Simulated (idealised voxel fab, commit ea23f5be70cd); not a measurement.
The following is a process module called voxel capacitor over wiring.
Cross-section cut spans 205 nm and uses square cells 5 nm in size.
If you're reading a cross-section in this doc, picture square cells in a grid; it comes to you as bands, top ones listed first down to the bottom, and a band can be one or more rows of cells.
Read a band's entry like this: the first values are the height of its top and the height of its bottom in nm, and what follows is the sequence of materials from left to right, each with its width in nm. Note that "empty" is empty space, and that a single material marked "throughout" reaches across the band from edge to edge.
Height datum 0, below which the as-received substrate wafer is one material. Lowest band open at the bottom, running downward: "0 -> down".
When a width is written as two numbers, as in "30 to 40", the first number is the width in the top row of cells of the band and the second is the width in its bottom row, and the width changes by the same amount from each row to the next.
The cross-section has no changed cell in any step marked "nothing altered".
Basically, "Fully enclosed voids" tells you about the enclosed voids: empty spaces with no open way to the top, 8 cells or bigger, each written width x height at distance, where distance is from the left edge, all in nm.
What comes after the settings on a step's line is commentary from the simulator itself on that step.
If you see "overlay nm" on a step's line and that step has a mask, it's telling you how far right of where it was planned the mask ended up; a negative number means it went left instead.
[Here's what the planned process steps look like]
1) RECEIVE with material Si
2) CONFORMAL_DEP with material SiO2, thk nm 15
3) DIRECTIONAL_DEP with material TiN, thk nm 5
4) DIRECTIONAL_DEP with material Ru, thk nm 20
5) PATTERN with tone cover, mask id METAL_1, material resist, width nm 25, pitch nm 90, thk nm 20, overlay nm 0
6) DIRECTIONAL_ETCH with etch materials Ru, depth nm 20
7) DIRECTIONAL_ETCH with etch materials TiN, depth nm 5
8) STRIP with etch materials resist
9) CONFORMAL_DEP with material SiCN, thk nm 5
10) FILL_DEP with material lowk, thk nm 5
11) CMP with height nm 40
12) CONFORMAL_DEP with material SiCN, thk nm 5
13) DIRECTIONAL_DEP with material SiO2, thk nm 10
14) PATTERN with tone open, mask id PLUG_1, material resist, width nm 15, thk nm 20, overlay nm 0
15) DIRECTIONAL_ETCH with etch materials SiO2, depth nm 10
16) DIRECTIONAL_ETCH with etch materials SiCN, depth nm 5
17) STRIP with etch materials resist
18) EPI with material Ru, thk nm 10
19) EPI with material Ru, thk nm 5
20) DIRECTIONAL_DEP with material TiN, thk nm 10
21) DIRECTIONAL_DEP with material Al2O3, thk nm 5
22) DIRECTIONAL_DEP with material TiN, thk nm 10
23) PATTERN with tone cover, mask id UPPER_PLATE, material resist, width nm 70, thk nm 15, overlay nm 0
24) DIRECTIONAL_ETCH with etch materials TiN, depth nm 10
25) DIRECTIONAL_ETCH with etch materials Al2O3, depth nm 5
26) STRIP with etch materials resist
27) PATTERN with tone cover, mask id LOWER_PLATE, material resist, width nm 80, thk nm 20, overlay nm 0
28) DIRECTIONAL_ETCH with etch materials TiN, depth nm 10
29) STRIP with etch materials resist
30) FILL_DEP with material SiO2, thk nm 20
31) CMP with height nm 95
32) DIRECTIONAL_DEP with material aC, thk nm 15
33) PATTERN with tone open, mask id PLUG_2, material resist, width nm 15, thk nm 30, overlay nm 0
34) DIRECTIONAL_ETCH with etch materials aC, depth nm 15
35) STRIP with etch materials resist
36) DIRECTIONAL_ETCH with etch materials SiO2, depth nm 15
37) STRIP with etch materials aC
38) CONFORMAL_DEP with material TiN, thk nm 5
39) FILL_DEP with material W, thk nm 10
40) CMP with height nm 95
41) CONFORMAL_DEP with material SiCN, thk nm 5
[Run as planned: first of two wafers]
[So this is the incoming wafer in cross-section - it's already been through step 1]
> 0 -> down | Si throughout
> Fully enclosed voids: none
[after step 2]
> 15 -> 0 | SiO2 throughout
> Below 0 it's all the same as before, nothing changed down there.
[after step 3]
> 20 -> 15 | TiN throughout
> Below 15 it's all the same as before, nothing changed down there.
[after step 4]
> 40 -> 20 | Ru throughout
> Below 20 it's all the same as before, nothing changed down there.
[after step 5]
> 60 -> 40 | empty=45, resist=25, empty=65, resist=25, empty=45
> Below 40 it's all the same as before, nothing changed down there.
[after step 6]
> 60 -> 40 | empty=45, resist=25, empty=65, resist=25, empty=45
> 40 -> 20 | empty=45, Ru=25, empty=65, Ru=25, empty=45
> Below 20 it's all the same as before, nothing changed down there.
[after step 7]
> 60 -> 40 | empty=45, resist=25, empty=65, resist=25, empty=45
> 40 -> 20 | empty=45, Ru=25, empty=65, Ru=25, empty=45
> 20 -> 15 | empty=45, TiN=25, empty=65, TiN=25, empty=45
> Below 15 it's all the same as before, nothing changed down there.
[after step 8]
> 40 -> 20 | empty=45, Ru=25, empty=65, Ru=25, empty=45
> Below 20 it's all the same as before, nothing changed down there.
[after step 9]
> 45 -> 40 | empty=40, SiCN=35, empty=55, SiCN=35, empty=40
> 40 -> 20 | empty=40, SiCN=5, Ru=25, SiCN=5, empty=55, SiCN=5, Ru=25, SiCN=5, empty=40
> 20 -> 15 | SiCN=45, TiN=25, SiCN=65, TiN=25, SiCN=45
> Below 15 it's all the same as before, nothing changed down there.
[after step 10]
> 50 -> 45 | lowk throughout
> 45 -> 40 | lowk=40, SiCN=35, lowk=55, SiCN=35, lowk=40
> 40 -> 20 | lowk=40, SiCN=5, Ru=25, SiCN=5, lowk=55, SiCN=5, Ru=25, SiCN=5, lowk=40
> Below 20 it's all the same as before, nothing changed down there.
[after step 11]
> 40 -> 20 | lowk=40, SiCN=5, Ru=25, SiCN=5, lowk=55, SiCN=5, Ru=25, SiCN=5, lowk=40
> Below 20 it's all the same as before, nothing changed down there.
[after step 12]
> 45 -> 40 | SiCN throughout
> Below 40 it's all the same as before, nothing changed down there.
[after step 13]
> 55 -> 45 | SiO2 throughout
> Below 45 it's all the same as before, nothing changed down there.
[after step 14]
> 75 -> 55 | resist=55, empty=15, resist=135
> Below 55 it's all the same as before, nothing changed down there.
[after step 15]
> 75 -> 55 | resist=55, empty=15, resist=135
> 55 -> 45 | SiO2=55, empty=15, SiO2=135
> Below 45 it's all the same as before, nothing changed down there.
[after step 16]
> 75 -> 55 | resist=55, empty=15, resist=135
> 55 -> 45 | SiO2=55, empty=15, SiO2=135
> 45 -> 40 | SiCN=55, empty=15, SiCN=135
> Below 40 it's all the same as before, nothing changed down there.
[after step 17]
> 55 -> 45 | SiO2=55, empty=15, SiO2=135
> Below 45 it's all the same as before, nothing changed down there.
[after step 18]
> 55 -> 50 | SiO2=55, empty=15, SiO2=135
> 50 -> 45 | SiO2=55, Ru=15, SiO2=135
> 45 -> 40 | SiCN=55, Ru=15, SiCN=135
> Below 40 it's all the same as before, nothing changed down there.
[after step 19]
> 55 -> 45 | SiO2=55, Ru=15, SiO2=135
> Below 45 it's all the same as before, nothing changed down there.
[after step 20]
> 65 -> 55 | TiN throughout
> Below 55 it's all the same as before, nothing changed down there.
[after step 21]
> 70 -> 65 | Al2O3 throughout
> Below 65 it's all the same as before, nothing changed down there.
[after step 22]
> 80 -> 70 | TiN throughout
> Below 70 it's all the same as before, nothing changed down there.
[after step 23]
> 95 -> 80 | empty=55, resist=70, empty=80
> Below 80 it's all the same as before, nothing changed down there.
[after step 24]
> 95 -> 80 | empty=55, resist=70, empty=80
> 80 -> 70 | empty=55, TiN=70, empty=80
> Below 70 it's all the same as before, nothing changed down there.
[after step 25]
> 95 -> 80 | empty=55, resist=70, empty=80
> 80 -> 70 | empty=55, TiN=70, empty=80
> 70 -> 65 | empty=55, Al2O3=70, empty=80
> Below 65 it's all the same as before, nothing changed down there.
[after step 26]
> 80 -> 70 | empty=55, TiN=70, empty=80
> Below 70 it's all the same as before, nothing changed down there.
[after step 27]
> 100 -> 80 | empty=50, resist=80, empty=75
> 80 -> 70 | empty=50, resist=5, TiN=70, resist=5, empty=75
> 70 -> 65 | empty=50, resist=5, Al2O3=70, resist=5, empty=75
> Below 65 it's all the same as before, nothing changed down there.
[after step 28]
> 100 -> 80 | empty=50, resist=80, empty=75
> 80 -> 70 | empty=50, resist=5, TiN=70, resist=5, empty=75
> 70 -> 65 | empty=50, resist=5, Al2O3=70, resist=5, empty=75
> 65 -> 55 | empty=50, TiN=80, empty=75
> Below 55 it's all the same as before, nothing changed down there.
[after step 29]
> 80 -> 70 | empty=55, TiN=70, empty=80
> 70 -> 65 | empty=55, Al2O3=70, empty=80
> Below 65 it's all the same as before, nothing changed down there.
[after step 30]
> 100 -> 80 | SiO2 throughout
> 80 -> 70 | SiO2=55, TiN=70, SiO2=80
> 70 -> 65 | SiO2=55, Al2O3=70, SiO2=80
> 65 -> 55 | SiO2=50, TiN=80, SiO2=75
> Below 55 it's all the same as before, nothing changed down there.
[after step 31]
> 95 -> 80 | SiO2 throughout
> Below 80 it's all the same as before, nothing changed down there.
[after step 32]
> 110 -> 95 | aC throughout
> Below 95 it's all the same as before, nothing changed down there.
[after step 33]
> 140 -> 110 | resist=65, empty=15, resist=125
> Below 110 it's all the same as before, nothing changed down there.
[after step 34]
> 125 -> 110 | resist=65, empty=15, resist=125
> 110 -> 95 | aC=65, empty=15, aC=125
> Below 95 it's all the same as before, nothing changed down there.
[after step 35]
> 110 -> 95 | aC=65, empty=15, aC=125
> Below 95 it's all the same as before, nothing changed down there.
[after step 36]
> 110 -> 95 | aC=65, empty=15, aC=125
> 95 -> 80 | SiO2=65, empty=15, SiO2=125
> Below 80 it's all the same as before, nothing changed down there.
[after step 37]
> 95 -> 80 | SiO2=65, empty=15, SiO2=125
> Below 80 it's all the same as before, nothing changed down there.
[after step 38]
> 100 -> 95 | TiN=70, empty=5, TiN=130
> 95 -> 85 | SiO2=65, TiN=5, empty=5, TiN=5, SiO2=125
> 85 -> 80 | SiO2=65, TiN=15, SiO2=125
> Below 80 it's all the same as before, nothing changed down there.
[after step 39]
> 110 -> 100 | W throughout
> 100 -> 95 | TiN=70, W=5, TiN=130
> 95 -> 85 | SiO2=65, TiN=5, W=5, TiN=5, SiO2=125
> Below 85 it's all the same as before, nothing changed down there.
[after step 40]
> 95 -> 85 | SiO2=65, TiN=5, W=5, TiN=5, SiO2=125
> Below 85 it's all the same as before, nothing changed down there.
[after step 41]
> 100 -> 95 | SiCN throughout
> Below 95 it's all the same as before, nothing changed down there.
[For the second wafer, take the first wafer's start and plan, then add one mistake made in running it; everything through step 13, that step included, is shared with the first]
[Cross-section: second wafer, time at which step 14 was scheduled to end]
> 75 -> 55 | resist=55, empty=20, resist=130
> Below 55 it's all the same as before, nothing changed down there.
[Cross-section: second wafer, time at which step 15 was scheduled to end]
> 75 -> 55 | resist=55, empty=20, resist=130
> 55 -> 45 | SiO2=55, empty=20, SiO2=130
> Below 45 it's all the same as before, nothing changed down there.
[Cross-section: second wafer, time at which step 16 was scheduled to end]
> 75 -> 55 | resist=55, empty=20, resist=130
> 55 -> 45 | SiO2=55, empty=20, SiO2=130
> 45 -> 40 | SiCN=55, empty=20, SiCN=130
> Below 40 it's all the same as before, nothing changed down there.
[Cross-section: second wafer, time at which step 17 was scheduled to end]
> 55 -> 45 | SiO2=55, empty=20, SiO2=130
> Below 45 it's all the same as before, nothing changed down there.
[Cross-section: second wafer, time at which step 18 was scheduled to end]
> 55 -> 50 | SiO2=55, empty=20, SiO2=130
> 50 -> 45 | SiO2=55, Ru=20, SiO2=130
> 45 -> 40 | SiCN=55, Ru=20, SiCN=130
> Below 40 it's all the same as before, nothing changed down there.
[Cross-section: second wafer, time at which step 19 was scheduled to end]
> 55 -> 45 | SiO2=55, Ru=20, SiO2=130
> Below 45 it's all the same as before, nothing changed down there.
[Cross-section: second wafer, time at which step 20 was scheduled to end]
> 65 -> 55 | TiN throughout
> Below 55 it's all the same as before, nothing changed down there.
[Cross-section: second wafer, time at which step 21 was scheduled to end]
> 70 -> 65 | Al2O3 throughout
> Below 65 it's all the same as before, nothing changed down there.
[Cross-section: second wafer, time at which step 22 was scheduled to end]
> 80 -> 70 | TiN throughout
> Below 70 it's all the same as before, nothing changed down there.
[Cross-section: second wafer, time at which step 23 was scheduled to end]
> 95 -> 80 | empty=55, resist=70, empty=80
> Below 80 it's all the same as before, nothing changed down there.
[Cross-section: second wafer, time at which step 24 was scheduled to end]
> 95 -> 80 | empty=55, resist=70, empty=80
> 80 -> 70 | empty=55, TiN=70, empty=80
> Below 70 it's all the same as before, nothing changed down there.
[Cross-section: second wafer, time at which step 25 was scheduled to end]
> 95 -> 80 | empty=55, resist=70, empty=80
> 80 -> 70 | empty=55, TiN=70, empty=80
> 70 -> 65 | empty=55, Al2O3=70, empty=80
> Below 65 it's all the same as before, nothing changed down there.
[Cross-section: second wafer, time at which step 26 was scheduled to end]
> 80 -> 70 | empty=55, TiN=70, empty=80
> Below 70 it's all the same as before, nothing changed down there.
[Cross-section: second wafer, time at which step 27 was scheduled to end]
> 100 -> 80 | empty=50, resist=80, empty=75
> 80 -> 70 | empty=50, resist=5, TiN=70, resist=5, empty=75
> 70 -> 65 | empty=50, resist=5, Al2O3=70, resist=5, empty=75
> Below 65 it's all the same as before, nothing changed down there.
[Cross-section: second wafer, time at which step 28 was scheduled to end]
> 100 -> 80 | empty=50, resist=80, empty=75
> 80 -> 70 | empty=50, resist=5, TiN=70, resist=5, empty=75
> 70 -> 65 | empty=50, resist=5, Al2O3=70, resist=5, empty=75
> 65 -> 55 | empty=50, TiN=80, empty=75
> Below 55 it's all the same as before, nothing changed down there.
[Cross-section: second wafer, time at which step 29 was scheduled to end]
> 80 -> 70 | empty=55, TiN=70, empty=80
> 70 -> 65 | empty=55, Al2O3=70, empty=80
> Below 65 it's all the same as before, nothing changed down there.
[Cross-section: second wafer, time at which step 30 was scheduled to end]
> 100 -> 80 | SiO2 throughout
> 80 -> 70 | SiO2=55, TiN=70, SiO2=80
> 70 -> 65 | SiO2=55, Al2O3=70, SiO2=80
> 65 -> 55 | SiO2=50, TiN=80, SiO2=75
> Below 55 it's all the same as before, nothing changed down there.
[Cross-section: second wafer, time at which step 31 was scheduled to end]
> 95 -> 80 | SiO2 throughout
> Below 80 it's all the same as before, nothing changed down there.
[Cross-section: second wafer, time at which step 32 was scheduled to end]
> 110 -> 95 | aC throughout
> Below 95 it's all the same as before, nothing changed down there.
[Cross-section: second wafer, time at which step 33 was scheduled to end]
> 140 -> 110 | resist=65, empty=15, resist=125
> Below 110 it's all the same as before, nothing changed down there.
[Cross-section: second wafer, time at which step 34 was scheduled to end]
> 125 -> 110 | resist=65, empty=15, resist=125
> 110 -> 95 | aC=65, empty=15, aC=125
> Below 95 it's all the same as before, nothing changed down there.
[Cross-section: second wafer, time at which step 35 was scheduled to end]
> 110 -> 95 | aC=65, empty=15, aC=125
> Below 95 it's all the same as before, nothing changed down there.
[Cross-section: second wafer, time at which step 36 was scheduled to end]
> 110 -> 95 | aC=65, empty=15, aC=125
> 95 -> 80 | SiO2=65, empty=15, SiO2=125
> Below 80 it's all the same as before, nothing changed down there.
[Cross-section: second wafer, time at which step 37 was scheduled to end]
> 95 -> 80 | SiO2=65, empty=15, SiO2=125
> Below 80 it's all the same as before, nothing changed down there.
[Cross-section: second wafer, time at which step 38 was scheduled to end]
> 100 -> 95 | TiN=70, empty=5, TiN=130
> 95 -> 85 | SiO2=65, TiN=5, empty=5, TiN=5, SiO2=125
> 85 -> 80 | SiO2=65, TiN=15, SiO2=125
> Below 80 it's all the same as before, nothing changed down there.
[Cross-section: second wafer, time at which step 39 was scheduled to end]
> 110 -> 100 | W throughout
> 100 -> 95 | TiN=70, W=5, TiN=130
> 95 -> 85 | SiO2=65, TiN=5, W=5, TiN=5, SiO2=125
> Below 85 it's all the same as before, nothing changed down there.
[Cross-section: second wafer, time at which step 40 was scheduled to end]
> 95 -> 85 | SiO2=65, TiN=5, W=5, TiN=5, SiO2=125
> Below 85 it's all the same as before, nothing changed down there.
[Cross-section: second wafer, time at which step 41 was scheduled to end]
> 100 -> 95 | SiCN throughout
> Below 95 it's all the same as before, nothing changed down there.
Run error: for step 14, the planned setting was not used; the step was instead run as PATTERN with tone open, mask id PLUG_1, material resist, width nm 20, thk nm 20, overlay nm 0
Final difference in cells, second wafer against first, listed per material as more or fewer: Ru: 3 more; SiCN: 1 fewer; SiO2: 2 fewer
